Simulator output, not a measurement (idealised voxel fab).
Proc. module: voxel transistor to metal
cross-section cut | 280 nm wide | cells 5 nm
Cross-section format: a grid of square cells, given as bands from top to bottom; each band is one or more rows of cells.
What a band's entry tells you: where the top is and where the bottom is, as heights in nm, and after that what lies inside, material by material from left to right, each with its width in nm. Empty space is written as the word "air", and a single material marked with the word "edge to edge" occupies the band from edge to edge.
Below 0: as-received wafer, all one material; heights counted from there. Lowest band: no bottom, goes on down, written "0 down".
A width such as "30..40" changes by the same amount from each row of cells to the next, from the band's top row to its bottom row.
The designation "nothing got changed", where it is given for a processing step, indicates that no cell of the cross-section was altered in the course of that step.
The entry "Closed-off voids" lists the empty spaces that cover at least 8 cells and have no open path to the top. Each is written as width x height at distance, where the distance is measured from the left edge and all three values are in nm.
On a step's line, text after the settings is the simulator commenting on that step.
If you see "overlay nm" on a step's line and that step has a mask, it's telling you how far right of where it was planned the mask ended up; a negative number means it went left instead.
Read each pair as before and after one process step. The after cross-section shows only down to the lowest band that changed. The step between them and its settings are given below the pair. Pairs can come from different runs of this module on the same starting wafer. A pair continues from the pair above only where its "Pre-step view" entry says so.
Pre-step view
60 to 30  resist 25 nm | air 20 nm | resist 55 nm | air 20 nm | resist 40 nm | air 20 nm | resist 55 nm | air 20 nm | resist 25 nm
30 to 20  aC edge to edge
20 to 10  SiO2 edge to edge
10 to 0  SiO2 50 nm | SiN 5 nm | HfO2 5 nm | SiO2 5 nm | W 15 nm | SiO2 5 nm | HfO2 5 nm | SiN 5 nm | SiO2 90 nm | SiN 5 nm | HfO2 5 nm | SiO2 5 nm | W 15 nm | SiO2 5 nm | HfO2 5 nm | SiN 5 nm | SiO2 50 nm
0 to -5  SiO2 40 nm | nSi 10 nm | SiN 5 nm | HfO2 5 nm | SiO2 25 nm | HfO2 5 nm | SiN 5 nm | nSi 10 nm | SiO2 70 nm | nSi 10 nm | SiN 5 nm | HfO2 5 nm | SiO2 25 nm | HfO2 5 nm | SiN 5 nm | nSi 10 nm | SiO2 40 nm
-5 to -10  SiO2 20 nm | nSi 30 nm | SiO2 5 nm | HfO2 35 nm | SiO2 5 nm | nSi 30 nm | SiO2 30 nm | nSi 30 nm | SiO2 5 nm | HfO2 35 nm | SiO2 5 nm | nSi 30 nm | SiO2 20 nm
-10 to -15  SiO2 25 nm | nSi 25 nm | Si 45 nm | nSi 25 nm | SiO2 40 nm | nSi 25 nm | Si 45 nm | nSi 25 nm | SiO2 25 nm
-15 to -30  SiO2 25 nm | Si 95 nm | SiO2 40 nm | Si 95 nm | SiO2 25 nm
-30 down  Si edge to edge
Closed-off voids: none
Sectional View, Post-Process
50 to 30  resist 25 nm | air 20 nm | resist 55 nm | air 20 nm | resist 40 nm | air 20 nm | resist 55 nm | air 20 nm | resist 25 nm
30 to 20  aC 25 nm | air 20 nm | aC 55 nm | air 20 nm | aC 40 nm | air 20 nm | aC 55 nm | air 20 nm | aC 25 nm
No changes below 20.
Closed-off voids: none
The step occurring between the two cross-sections depicted above is identified as DIRECTIONAL_ETCH [etch materials aC] [depth nm 10]
Pre-step view: after-step cross-section of the pair just above applies.
Sectional View, Post-Process
30 to 20  aC 25 nm | air 20 nm | aC 55 nm | air 20 nm | aC 40 nm | air 20 nm | aC 55 nm | air 20 nm | aC 25 nm
No changes below 20.
Closed-off voids: none
The step occurring between the two cross-sections depicted above is identified as STRIP [etch materials resist]
Pre-step view: after-step cross-section of the pair just above applies.
Sectional View, Post-Process
30 to 20  aC 25 nm | air 20 nm | aC 55 nm | air 20 nm | aC 40 nm | air 20 nm | aC 55 nm | air 20 nm | aC 25 nm
20 to 10  SiO2 25 nm | air 20 nm | SiO2 55 nm | air 20 nm | SiO2 40 nm | air 20 nm | SiO2 55 nm | air 20 nm | SiO2 25 nm
10 to 0  SiO2 25 nm | air 20 nm | SiO2 5 nm | SiN 5 nm | HfO2 5 nm | SiO2 5 nm | W 15 nm | SiO2 5 nm | HfO2 5 nm | SiN 5 nm | SiO2 5 nm | air 20 nm | SiO2 40 nm | air 20 nm | SiO2 5 nm | SiN 5 nm | HfO2 5 nm | SiO2 5 nm | W 15 nm | SiO2 5 nm | HfO2 5 nm | SiN 5 nm | SiO2 5 nm | air 20 nm | SiO2 25 nm
0 to -5  SiO2 25 nm | air 15 nm | nSi 10 nm | SiN 5 nm | HfO2 5 nm | SiO2 25 nm | HfO2 5 nm | SiN 5 nm | nSi 10 nm | air 15 nm | SiO2 40 nm | air 15 nm | nSi 10 nm | SiN 5 nm | HfO2 5 nm | SiO2 25 nm | HfO2 5 nm | SiN 5 nm | nSi 10 nm | air 15 nm | SiO2 25 nm
No changes below -5.
Closed-off voids: none
The step occurring between the two cross-sections depicted above is identified as DIRECTIONAL_ETCH [etch materials SiO2] [depth nm 25]
Pre-step view: after-step cross-section of the pair just above applies.
Sectional View, Post-Process
20 to 10  SiO2 25 nm | air 20 nm | SiO2 55 nm | air 20 nm | SiO2 40 nm | air 20 nm | SiO2 55 nm | air 20 nm | SiO2 25 nm
No changes below 10.
Closed-off voids: none
The step occurring between the two cross-sections depicted above is identified as STRIP [etch materials aC]
Pre-step view: after-step cross-section of the pair just above applies.
Sectional View, Post-Process
25 to 20  TiN 30 nm | air 10 nm | TiN 65 nm | air 10 nm | TiN 50 nm | air 10 nm | TiN 65 nm | air 10 nm | TiN 30 nm
20 to 10  SiO2 25 nm | TiN 5 nm | air 10 nm | TiN 5 nm | SiO2 55 nm | TiN 5 nm | air 10 nm | TiN 5 nm | SiO2 40 nm | TiN 5 nm | air 10 nm | TiN 5 nm | SiO2 55 nm | TiN 5 nm | air 10 nm | TiN 5 nm | SiO2 25 nm
10 to 0  SiO2 25 nm | TiN 5 nm | air 10..5 nm | TiN 5..10 nm | SiO2 5 nm | SiN 5 nm | HfO2 5 nm | SiO2 5 nm | W 15 nm | SiO2 5 nm | HfO2 5 nm | SiN 5 nm | SiO2 5 nm | TiN 5..10 nm | air 10..5 nm | TiN 5 nm | SiO2 40 nm | TiN 5 nm | air 10..5 nm | TiN 5..10 nm | SiO2 5 nm | SiN 5 nm | HfO2 5 nm | SiO2 5 nm | W 15 nm | SiO2 5 nm | HfO2 5 nm | SiN 5 nm | SiO2 5 nm | TiN 5..10 nm | air 10..5 nm | TiN 5 nm | SiO2 25 nm
0 to -5  SiO2 25 nm | TiN 15 nm | nSi 10 nm | SiN 5 nm | HfO2 5 nm | SiO2 25 nm | HfO2 5 nm | SiN 5 nm | nSi 10 nm | TiN 15 nm | SiO2 40 nm | TiN 15 nm | nSi 10 nm | SiN 5 nm | HfO2 5 nm | SiO2 25 nm | HfO2 5 nm | SiN 5 nm | nSi 10 nm | TiN 15 nm | SiO2 25 nm
No changes below -5.
Closed-off voids: none
The step occurring between the two cross-sections depicted above is identified as CONFORMAL_DEP [material TiN] [thk nm 5]
Pre-step view: after-step cross-section of the pair just above applies.
Sectional View, Post-Process
35 to 25  W edge to edge
25 to 20  TiN 30 nm | W 10 nm | TiN 65 nm | W 10 nm | TiN 50 nm | W 10 nm | TiN 65 nm | W 10 nm | TiN 30 nm
20 to 10  SiO2 25 nm | TiN 5 nm | W 10 nm | TiN 5 nm | SiO2 55 nm | TiN 5 nm | W 10 nm | TiN 5 nm | SiO2 40 nm | TiN 5 nm | W 10 nm | TiN 5 nm | SiO2 55 nm | TiN 5 nm | W 10 nm | TiN 5 nm | SiO2 25 nm
10 to 0  SiO2 25 nm | TiN 5 nm | W 10..5 nm | TiN 5..10 nm | SiO2 5 nm | SiN 5 nm | HfO2 5 nm | SiO2 5 nm | W 15 nm | SiO2 5 nm | HfO2 5 nm | SiN 5 nm | SiO2 5 nm | TiN 5..10 nm | W 10..5 nm | TiN 5 nm | SiO2 40 nm | TiN 5 nm | W 10..5 nm | TiN 5..10 nm | SiO2 5 nm | SiN 5 nm | HfO2 5 nm | SiO2 5 nm | W 15 nm | SiO2 5 nm | HfO2 5 nm | SiN 5 nm | SiO2 5 nm | TiN 5..10 nm | W 10..5 nm | TiN 5 nm | SiO2 25 nm
No changes below 0.
Closed-off voids: none
The step occurring between the two cross-sections depicted above is identified as FILL_DEP [material W] [thk nm 10]
Pre-step view: after-step cross-section of the pair just above applies.
Sectional View, Post-Process
20 to 10  SiO2 25 nm | TiN 5 nm | W 10 nm | TiN 5 nm | SiO2 55 nm | TiN 5 nm | W 10 nm | TiN 5 nm | SiO2 40 nm | TiN 5 nm | W 10 nm | TiN 5 nm | SiO2 55 nm | TiN 5 nm | W 10 nm | TiN 5 nm | SiO2 25 nm
No changes below 10.
Closed-off voids: none
The step occurring between the two cross-sections depicted above is identified as CMP [height nm 20]
Pre-step view: after-step cross-section of the pair just above applies.
Sectional View, Post-Process
25 to 20  TiN edge to edge
No changes below 20.
Closed-off voids: none
The step occurring between the two cross-sections depicted above is identified as DIRECTIONAL_DEP [material TiN] [thk nm 5]
Pre-step view: after-step cross-section of the pair just above applies.
Sectional View, Post-Process
45 to 25  Ru edge to edge
No changes below 25.
Closed-off voids: none
The step occurring between the two cross-sections depicted above is identified as DIRECTIONAL_DEP [material Ru] [thk nm 20]
Pre-step view: after-step cross-section of the pair just above applies.
Sectional View, Post-Process
65 to 45  air 25 nm | resist 20 nm | air 55 nm | resist 20 nm | air 40 nm | resist 20 nm | air 55 nm | resist 20 nm | air 25 nm
No changes below 45.
Closed-off voids: none
The step occurring between the two cross-sections depicted above is identified as PATTERN [tone cover] [mask id METAL_1] [material resist] [width nm 20] [thk nm 20] [overlay nm 0]
Pre-step view: after-step cross-section of the pair just above applies.
Sectional View, Post-Process
65 to 45  air 25 nm | resist 20 nm | air 55 nm | resist 20 nm | air 40 nm | resist 20 nm | air 55 nm | resist 20 nm | air 25 nm
45 to 25  air 25 nm | Ru 20 nm | air 55 nm | Ru 20 nm | air 40 nm | Ru 20 nm | air 55 nm | Ru 20 nm | air 25 nm
No changes below 25.
Closed-off voids: none
The step occurring between the two cross-sections depicted above is identified as DIRECTIONAL_ETCH [etch materials Ru] [depth nm 20]
Pre-step view: after-step cross-section of the pair just above applies.
Sectional View, Post-Process
65 to 45  air 25 nm | resist 20 nm | air 55 nm | resist 20 nm | air 40 nm | resist 20 nm | air 55 nm | resist 20 nm | air 25 nm
45 to 25  air 25 nm | Ru 20 nm | air 55 nm | Ru 20 nm | air 40 nm | Ru 20 nm | air 55 nm | Ru 20 nm | air 25 nm
25 to 20  air 25 nm | TiN 20 nm | air 55 nm | TiN 20 nm | air 40 nm | TiN 20 nm | air 55 nm | TiN 20 nm | air 25 nm
No changes below 20.
Closed-off voids: none
The step occurring between the two cross-sections depicted above is identified as DIRECTIONAL_ETCH [etch materials TiN] [depth nm 5]
Pre-step view: after-step cross-section of the pair just above applies.
Sectional View, Post-Process
45 to 25  air 25 nm | Ru 20 nm | air 55 nm | Ru 20 nm | air 40 nm | Ru 20 nm | air 55 nm | Ru 20 nm | air 25 nm
No changes below 25.
Closed-off voids: none
The step occurring between the two cross-sections depicted above is identified as STRIP [etch materials resist]
Pre-step view: after-step cross-section of the pair just above applies.
Sectional View, Post-Process
50 to 45  air 20 nm | SiCN 30 nm | air 45 nm | SiCN 30 nm | air 30 nm | SiCN 30 nm | air 45 nm | SiCN 30 nm | air 20 nm
45 to 25  air 20 nm | SiCN 5 nm | Ru 20 nm | SiCN 5 nm | air 45 nm | SiCN 5 nm | Ru 20 nm | SiCN 5 nm | air 30 nm | SiCN 5 nm | Ru 20 nm | SiCN 5 nm | air 45 nm | SiCN 5 nm | Ru 20 nm | SiCN 5 nm | air 20 nm
25 to 20  SiCN 25 nm | TiN 20 nm | SiCN 55 nm | TiN 20 nm | SiCN 40 nm | TiN 20 nm | SiCN 55 nm | TiN 20 nm | SiCN 25 nm
No changes below 20.
Closed-off voids: none
The step occurring between the two cross-sections depicted above is identified as CONFORMAL_DEP [material SiCN] [thk nm 5]
Pre-step view: after-step cross-section of the pair just above applies.
Sectional View, Post-Process
60 to 50  lowk edge to edge
50 to 45  lowk 20 nm | SiCN 30 nm | lowk 45 nm | SiCN 30 nm | lowk 30 nm | SiCN 30 nm | lowk 45 nm | SiCN 30 nm | lowk 20 nm
45 to 25  lowk 20 nm | SiCN 5 nm | Ru 20 nm | SiCN 5 nm | lowk 45 nm | SiCN 5 nm | Ru 20 nm | SiCN 5 nm | lowk 30 nm | SiCN 5 nm | Ru 20 nm | SiCN 5 nm | lowk 45 nm | SiCN 5 nm | Ru 20 nm | SiCN 5 nm | lowk 20 nm
No changes below 25.
Closed-off voids: none
The step occurring between the two cross-sections depicted above is identified as FILL_DEP [material lowk] [thk nm 10]
Pre-step view: after-step cross-section of the pair just above applies.
Sectional View, Post-Process
45 to 25  lowk 20 nm | SiCN 5 nm | Ru 20 nm | SiCN 5 nm | lowk 45 nm | SiCN 5 nm | Ru 20 nm | SiCN 5 nm | lowk 30 nm | SiCN 5 nm | Ru 20 nm | SiCN 5 nm | lowk 45 nm | SiCN 5 nm | Ru 20 nm | SiCN 5 nm | lowk 20 nm
No changes below 25.
Closed-off voids: none
The step occurring between the two cross-sections depicted above is identified as CMP [height nm 45]
Pre-step view: after-step cross-section of the pair just above applies.
Sectional View, Post-Process
50 to 45  SiCN edge to edge
No changes below 45.
Closed-off voids: none
The step occurring between the two cross-sections depicted above is identified as CONFORMAL_DEP [material SiCN] [thk nm 5]
Pre-step view: after-step cross-section of the pair just above applies.
Sectional View, Post-Process
80 to 50  lowk edge to edge
No changes below 50.
Closed-off voids: none
The step occurring between the two cross-sections depicted above is identified as DIRECTIONAL_DEP [material lowk] [thk nm 30]
Pre-step view: after-step cross-section of the pair just above applies.
Sectional View, Post-Process
95 to 80  resist 25 nm | air 20 nm | resist 115 nm | air 20 nm | resist 100 nm
No changes below 80.
Closed-off voids: none
The step occurring between the two cross-sections depicted above is identified as PATTERN [tone open] [mask id METAL_2] [material resist] [width nm 20] [pitch nm 135] [thk nm 15] [overlay nm 0]
Pre-step view: after-step cross-section of the pair just above applies.
Sectional View, Post-Process
95 to 80  resist 25 nm | air 20 nm | resist 115 nm | air 20 nm | resist 100 nm
80 to 60  lowk 25 nm | air 20 nm | lowk 115 nm | air 20 nm | lowk 100 nm
No changes below 60.
Closed-off voids: none
The step occurring between the two cross-sections depicted above is identified as DIRECTIONAL_ETCH [etch materials lowk] [depth nm 20]
Pre-step view: after-step cross-section of the pair just above applies.
Sectional View, Post-Process
80 to 60  lowk 25 nm | air 20 nm | lowk 115 nm | air 20 nm | lowk 100 nm
No changes below 60.
Closed-off voids: none
The step occurring between the two cross-sections depicted above is identified as STRIP [etch materials resist]
Pre-step view: after-step cross-section of the pair just above applies.
Sectional View, Post-Process
95 to 80  resist 25 nm | air 15 nm | resist 120 nm | air 15 nm | resist 105 nm
80 to 60  lowk 25 nm | air 15 nm | resist 5 nm | lowk 115 nm | air 15 nm | resist 5 nm | lowk 100 nm
No changes below 60.
Closed-off voids: none
The step occurring between the two cross-sections depicted above is identified as PATTERN [tone open] [mask id METAL_2_HOLES] [material resist] [width nm 15] [pitch nm 135] [thk nm 15] [overlay nm 0]
Pre-step view: after-step cross-section of the pair just above applies.
Sectional View, Post-Process
95 to 80  resist 25 nm | air 15 nm | resist 120 nm | air 15 nm | resist 105 nm
80 to 60  lowk 25 nm | air 15 nm | resist 5 nm | lowk 115 nm | air 15 nm | resist 5 nm | lowk 100 nm
60 to 50  lowk 25 nm | air 15 nm | lowk 120 nm | air 15 nm | lowk 105 nm
No changes below 50.
Closed-off voids: none
The step occurring between the two cross-sections depicted above is identified as DIRECTIONAL_ETCH [etch materials lowk] [depth nm 10]
Pre-step view: after-step cross-section of the pair just above applies.
Sectional View, Post-Process
95 to 80  resist 25 nm | air 15 nm | resist 120 nm | air 15 nm | resist 105 nm
80 to 60  lowk 25 nm | air 15 nm | resist 5 nm | lowk 115 nm | air 15 nm | resist 5 nm | lowk 100 nm
60 to 50  lowk 25 nm | air 15 nm | lowk 120 nm | air 15 nm | lowk 105 nm
50 to 45  SiCN 25 nm | air 15 nm | SiCN 120 nm | air 15 nm | SiCN 105 nm
No changes below 45.
Closed-off voids: none
The step occurring between the two cross-sections depicted above is identified as DIRECTIONAL_ETCH [etch materials SiCN] [depth nm 5]
Pre-step view: after-step cross-section of the pair just above applies.
Sectional View, Post-Process
80 to 60  lowk 25 nm | air 20 nm | lowk 115 nm | air 20 nm | lowk 100 nm
No changes below 60.
Closed-off voids: none
The step occurring between the two cross-sections depicted above is identified as STRIP [etch materials resist]
Pre-step view: after-step cross-section of the pair just above applies.
Sectional View, Post-Process
85 to 80  TiN 30 nm | air 10 nm | TiN 125 nm | air 10 nm | TiN 105 nm
80 to 65  lowk 25 nm | TiN 5 nm | air 10 nm | TiN 5 nm | lowk 115 nm | TiN 5 nm | air 10 nm | TiN 5 nm | lowk 100 nm
65 to 60  lowk 25 nm | TiN 5 nm | air 5 nm | TiN 10 nm | lowk 115 nm | TiN 5 nm | air 5 nm | TiN 10 nm | lowk 100 nm
60 to 50  lowk 25 nm | TiN 5 nm | air 5 nm | TiN 5 nm | lowk 120 nm | TiN 5 nm | air 5 nm | TiN 5 nm | lowk 105 nm
50 to 45  SiCN 25 nm | TiN 15 nm | SiCN 120 nm | TiN 15 nm | SiCN 105 nm
No changes below 45.
Closed-off voids: none
The step occurring between the two cross-sections depicted above is identified as CONFORMAL_DEP [material TiN] [thk nm 5]
Pre-step view: after-step cross-section of the pair just above applies.
Sectional View, Post-Process
90 to 85  Ru edge to edge
85 to 80  TiN 30 nm | Ru 10 nm | TiN 125 nm | Ru 10 nm | TiN 105 nm
80 to 65  lowk 25 nm | TiN 5 nm | Ru 10 nm | TiN 5 nm | lowk 115 nm | TiN 5 nm | Ru 10 nm | TiN 5 nm | lowk 100 nm
65 to 60  lowk 25 nm | TiN 5 nm | Ru 5 nm | TiN 10 nm | lowk 115 nm | TiN 5 nm | Ru 5 nm | TiN 10 nm | lowk 100 nm
60 to 50  lowk 25 nm | TiN 5 nm | Ru 5 nm | TiN 5 nm | lowk 120 nm | TiN 5 nm | Ru 5 nm | TiN 5 nm | lowk 105 nm
No changes below 50.
Closed-off voids: none
The step occurring between the two cross-sections depicted above is identified as FILL_DEP [material Ru] [thk nm 5]
Pre-step view: after-step cross-section of the pair just above applies.
Sectional View, Post-Process
80 to 65  lowk 25 nm | TiN 5 nm | Ru 10 nm | TiN 5 nm | lowk 115 nm | TiN 5 nm | Ru 10 nm | TiN 5 nm | lowk 100 nm
No changes below 65.
Closed-off voids: none
The step occurring between the two cross-sections depicted above is identified as CMP [height nm 80]
Pre-step view: after-step cross-section of the pair just above applies.
Sectional View, Post-Process
85 to 80  SiN edge to edge
No changes below 80.
Closed-off voids: none
The step occurring between the two cross-sections depicted above is identified as CONFORMAL_DEP [material SiN] [thk nm 5]
Pre-step view
30 to 15  SiCN edge to edge
15 to -5  polySi edge to edge
-5 to -10  SiO2 edge to edge
-10 to -30  SiO2 25 nm | Si 95 nm | SiO2 40 nm | Si 95 nm | SiO2 25 nm
-30 down  Si edge to edge
Closed-off voids: none
Sectional View, Post-Process
45 to 30  resist 60 nm | air 25 nm | resist 110 nm | air 25 nm | resist 60 nm
No changes below 30.
Closed-off voids: none
The step occurring between the two cross-sections depicted above is identified as PATTERN [tone open] [mask id GATE] [material resist] [width nm 25] [pitch nm 135] [thk nm 15] [overlay nm 0]
Pre-step view: after-step cross-section of the pair just above applies.
Sectional View, Post-Process
45 to 30  resist 60 nm | air 25 nm | resist 110 nm | air 25 nm | resist 60 nm
30 to 15  SiCN 60 nm | air 25 nm | SiCN 110 nm | air 25 nm | SiCN 60 nm
No changes below 15.
Closed-off voids: none
The step occurring between the two cross-sections depicted above is identified as DIRECTIONAL_ETCH [etch materials SiCN] [depth nm 25]
Pre-step view: after-step cross-section of the pair just above applies.
Sectional View, Post-Process
45 to 30  resist 60 nm | air 25 nm | resist 110 nm | air 25 nm | resist 60 nm
30 to 15  SiCN 60 nm | air 25 nm | SiCN 110 nm | air 25 nm | SiCN 60 nm
15 to -5  polySi 60 nm | air 25 nm | polySi 110 nm | air 25 nm | polySi 60 nm
No changes below -5.
Closed-off voids: none
The step occurring between the two cross-sections depicted above is identified as DIRECTIONAL_ETCH [etch materials polySi] [depth nm 30]
Pre-step view: after-step cross-section of the pair just above applies.
Sectional View, Post-Process
30 to 15  SiCN 60 nm | air 25 nm | SiCN 110 nm | air 25 nm | SiCN 60 nm
No changes below 15.
Closed-off voids: none
The step occurring between the two cross-sections depicted above is identified as STRIP [etch materials resist]
Pre-step view: after-step cross-section of the pair just above applies.
Sectional View, Post-Process
35 to 30  SiO2 65 nm | air 15 nm | SiO2 120 nm | air 15 nm | SiO2 65 nm
30 to 15  SiCN 60 nm | SiO2 5 nm | air 15 nm | SiO2 5 nm | SiCN 110 nm | SiO2 5 nm | air 15 nm | SiO2 5 nm | SiCN 60 nm
15 to 0  polySi 60 nm | SiO2 5 nm | air 15 nm | SiO2 5 nm | polySi 110 nm | SiO2 5 nm | air 15 nm | SiO2 5 nm | polySi 60 nm
0 to -5  polySi 60 nm | SiO2 25 nm | polySi 110 nm | SiO2 25 nm | polySi 60 nm
No changes below -5.
Closed-off voids: none
The step occurring between the two cross-sections depicted above is identified as CONFORMAL_DEP [material SiO2] [thk nm 5]
Pre-step view: after-step cross-section of the pair just above applies.
Sectional View, Post-Process
30 to 15  SiCN 60 nm | SiO2 5 nm | air 15 nm | SiO2 5 nm | SiCN 110 nm | SiO2 5 nm | air 15 nm | SiO2 5 nm | SiCN 60 nm
15 to -5  polySi 60 nm | SiO2 5 nm | air 15 nm | SiO2 5 nm | polySi 110 nm | SiO2 5 nm | air 15 nm | SiO2 5 nm | polySi 60 nm
No changes below -5.
Closed-off voids: none
The step occurring between the two cross-sections depicted above is identified as DIRECTIONAL_ETCH [etch materials SiO2] [depth nm 5]
Pre-step view: after-step cross-section of the pair just above applies.
Sectional View, Post-Process
35 to 30  SiN 70 nm | air 5 nm | SiN 130 nm | air 5 nm | SiN 70 nm
30 to 15  SiCN 60 nm | SiO2 5 nm | SiN 5 nm | air 5 nm | SiN 5 nm | SiO2 5 nm | SiCN 110 nm | SiO2 5 nm | SiN 5 nm | air 5 nm | SiN 5 nm | SiO2 5 nm | SiCN 60 nm
15 to 0  polySi 60 nm | SiO2 5 nm | SiN 5 nm | air 5 nm | SiN 5 nm | SiO2 5 nm | polySi 110 nm | SiO2 5 nm | SiN 5 nm | air 5 nm | SiN 5 nm | SiO2 5 nm | polySi 60 nm
0 to -5  polySi 60 nm | SiO2 5 nm | SiN 15 nm | SiO2 5 nm | polySi 110 nm | SiO2 5 nm | SiN 15 nm | SiO2 5 nm | polySi 60 nm
No changes below -5.
Closed-off voids: none
The step occurring between the two cross-sections depicted above is identified as CONFORMAL_DEP [material SiN] [thk nm 5]
Pre-step view: after-step cross-section of the pair just above applies.
Sectional View, Post-Process
30 to 15  SiCN 60 nm | SiO2 5 nm | SiN 5 nm | air 5 nm | SiN 5 nm | SiO2 5 nm | SiCN 110 nm | SiO2 5 nm | SiN 5 nm | air 5 nm | SiN 5 nm | SiO2 5 nm | SiCN 60 nm
15 to -5  polySi 60 nm | SiO2 5 nm | SiN 5 nm | air 5 nm | SiN 5 nm | SiO2 5 nm | polySi 110 nm | SiO2 5 nm | SiN 5 nm | air 5 nm | SiN 5 nm | SiO2 5 nm | polySi 60 nm
No changes below -5.
Closed-off voids: none
The step occurring between the two cross-sections depicted above is identified as DIRECTIONAL_ETCH [etch materials SiN] [depth nm 5]
Pre-step view: after-step cross-section of the pair just above applies.
Sectional View, Post-Process
30 to 25  SiCN 60 nm | air 5 nm | SiN 5 nm | air 5 nm | SiN 5 nm | air 5 nm | SiCN 110 nm | air 5 nm | SiN 5 nm | air 5 nm | SiN 5 nm | air 5 nm | SiCN 60 nm
25 to 15  SiCN 60 nm | SiO2 5 nm | SiN 5 nm | air 5 nm | SiN 5 nm | SiO2 5 nm | SiCN 110 nm | SiO2 5 nm | SiN 5 nm | air 5 nm | SiN 5 nm | SiO2 5 nm | SiCN 60 nm
15 to -5  polySi 60 nm | SiO2 5 nm | SiN 5 nm | air 5 nm | SiN 5 nm | SiO2 5 nm | polySi 110 nm | SiO2 5 nm | SiN 5 nm | air 5 nm | SiN 5 nm | SiO2 5 nm | polySi 60 nm
-5 to -10  SiO2 70 nm | air 5 nm | SiO2 130 nm | air 5 nm | SiO2 70 nm
No changes below -10.
Closed-off voids: none
The step occurring between the two cross-sections depicted above is identified as DIRECTIONAL_ETCH [etch materials SiO2] [depth nm 5]
Pre-step view: after-step cross-section of the pair just above applies.
Sectional View, Post-Process
30 to 25  SiCN 60 nm | air 5 nm | SiN 5 nm | air 5 nm | SiN 5 nm | air 5 nm | SiCN 110 nm | air 5 nm | SiN 5 nm | air 5 nm | SiN 5 nm | air 5 nm | SiCN 60 nm
25 to 15  SiCN 60 nm | SiO2 5 nm | SiN 5 nm | air 5 nm | SiN 5 nm | SiO2 5 nm | SiCN 110 nm | SiO2 5 nm | SiN 5 nm | air 5 nm | SiN 5 nm | SiO2 5 nm | SiCN 60 nm
15 to -5  polySi 60 nm | SiO2 5 nm | SiN 5 nm | air 5 nm | SiN 5 nm | SiO2 5 nm | polySi 110 nm | SiO2 5 nm | SiN 5 nm | air 5 nm | SiN 5 nm | SiO2 5 nm | polySi 60 nm
-5 to -10  SiO2 70 nm | air 5 nm | SiO2 130 nm | air 5 nm | SiO2 70 nm
-10 to -15  SiO2 25 nm | Si 45 nm | air 5 nm | Si 45 nm | SiO2 40 nm | Si 45 nm | air 5 nm | Si 45 nm | SiO2 25 nm
No changes below -15.
Closed-off voids: none
The step occurring between the two cross-sections depicted above is identified as DIRECTIONAL_ETCH [etch materials Si] [depth nm 5]
Pre-step view: after-step cross-section of the pair just above applies.
Sectional View, Post-Process
30 to 25  SiCN 60 nm | air 5 nm | SiN 5 nm | air 5 nm | SiN 5 nm | air 5 nm | SiCN 110 nm | air 5 nm | SiN 5 nm | air 5 nm | SiN 5 nm | air 5 nm | SiCN 60 nm
25 to 15  SiCN 60 nm | SiO2 5 nm | SiN 5 nm | air 5 nm | SiN 5 nm | SiO2 5 nm | SiCN 110 nm | SiO2 5 nm | SiN 5 nm | air 5 nm | SiN 5 nm | SiO2 5 nm | SiCN 60 nm
15 to 0  polySi 60 nm | SiO2 5 nm | SiN 5 nm | air 5 nm | SiN 5 nm | SiO2 5 nm | polySi 110 nm | SiO2 5 nm | SiN 5 nm | air 5 nm | SiN 5 nm | SiO2 5 nm | polySi 60 nm
0 to -5  polySi 60 nm | SiO2 5 nm | SiN 5 nm | nSi 5 nm | SiN 5 nm | SiO2 5 nm | polySi 110 nm | SiO2 5 nm | SiN 5 nm | nSi 5 nm | SiN 5 nm | SiO2 5 nm | polySi 60 nm
-5 to -10  SiO2 70 nm | nSi 5 nm | SiO2 130 nm | nSi 5 nm | SiO2 70 nm
-10 to -15  SiO2 25 nm | Si 45 nm | nSi 5 nm | Si 45 nm | SiO2 40 nm | Si 45 nm | nSi 5 nm | Si 45 nm | SiO2 25 nm
No changes below -15.
Closed-off voids: none
The step occurring between the two cross-sections depicted above is identified as EPI [material nSi] [thk nm 10]
Pre-step view: after-step cross-section of the pair just above applies.
Sectional View, Post-Process
40 to 30  SiO2 edge to edge
30 to 15  SiCN 60 nm | SiO2 5 nm | SiN 5 nm | SiO2 5 nm | SiN 5 nm | SiO2 5 nm | SiCN 110 nm | SiO2 5 nm | SiN 5 nm | SiO2 5 nm | SiN 5 nm | SiO2 5 nm | SiCN 60 nm
15 to 0  polySi 60 nm | SiO2 5 nm | SiN 5 nm | SiO2 5 nm | SiN 5 nm | SiO2 5 nm | polySi 110 nm | SiO2 5 nm | SiN 5 nm | SiO2 5 nm | SiN 5 nm | SiO2 5 nm | polySi 60 nm
No changes below 0.
Closed-off voids: none
The step occurring between the two cross-sections depicted above is identified as FILL_DEP [material SiO2] [thk nm 10]
Pre-step view: after-step cross-section of the pair just above applies.
Sectional View, Post-Process
15 to 0  polySi 60 nm | SiO2 5 nm | SiN 5 nm | SiO2 5 nm | SiN 5 nm | SiO2 5 nm | polySi 110 nm | SiO2 5 nm | SiN 5 nm | SiO2 5 nm | SiN 5 nm | SiO2 5 nm | polySi 60 nm
No changes below 0.
Closed-off voids: none
The step occurring between the two cross-sections depicted above is identified as CMP [height nm 15]
Pre-step view: after-step cross-section of the pair just above applies.
Sectional View, Post-Process
15 to 0  air 60 nm | SiO2 5 nm | SiN 5 nm | SiO2 5 nm | SiN 5 nm | SiO2 5 nm | air 110 nm | SiO2 5 nm | SiN 5 nm | SiO2 5 nm | SiN 5 nm | SiO2 5 nm | air 60 nm
0 to -5  air 60 nm | SiO2 5 nm | SiN 5 nm | nSi 5 nm | SiN 5 nm | SiO2 5 nm | air 110 nm | SiO2 5 nm | SiN 5 nm | nSi 5 nm | SiN 5 nm | SiO2 5 nm | air 60 nm
No changes below -5.
Closed-off voids: none
The step occurring between the two cross-sections depicted above is identified as STRIP [etch materials polySi]
Pre-step view: after-step cross-section of the pair just above applies.
Sectional View, Post-Process
15 to 10  air 65 nm | SiN 5 nm | air 5 nm | SiN 5 nm | air 120 nm | SiN 5 nm | air 5 nm | SiN 5 nm | air 65 nm
10 to 0  air 65 nm | SiN 5 nm | SiO2 5 nm | SiN 5 nm | air 120 nm | SiN 5 nm | SiO2 5 nm | SiN 5 nm | air 65 nm
0 to -5  air 65 nm | SiN 5 nm | nSi 5 nm | SiN 5 nm | air 120 nm | SiN 5 nm | nSi 5 nm | SiN 5 nm | air 65 nm
-5 to -10  air 65 nm | SiO2 5 nm | nSi 5 nm | SiO2 5 nm | air 120 nm | SiO2 5 nm | nSi 5 nm | SiO2 5 nm | air 65 nm
No changes below -10.
Closed-off voids: none
The step occurring between the two cross-sections depicted above is identified as SELECTIVE_ETCH [etch materials SiO2] [depth nm 5]
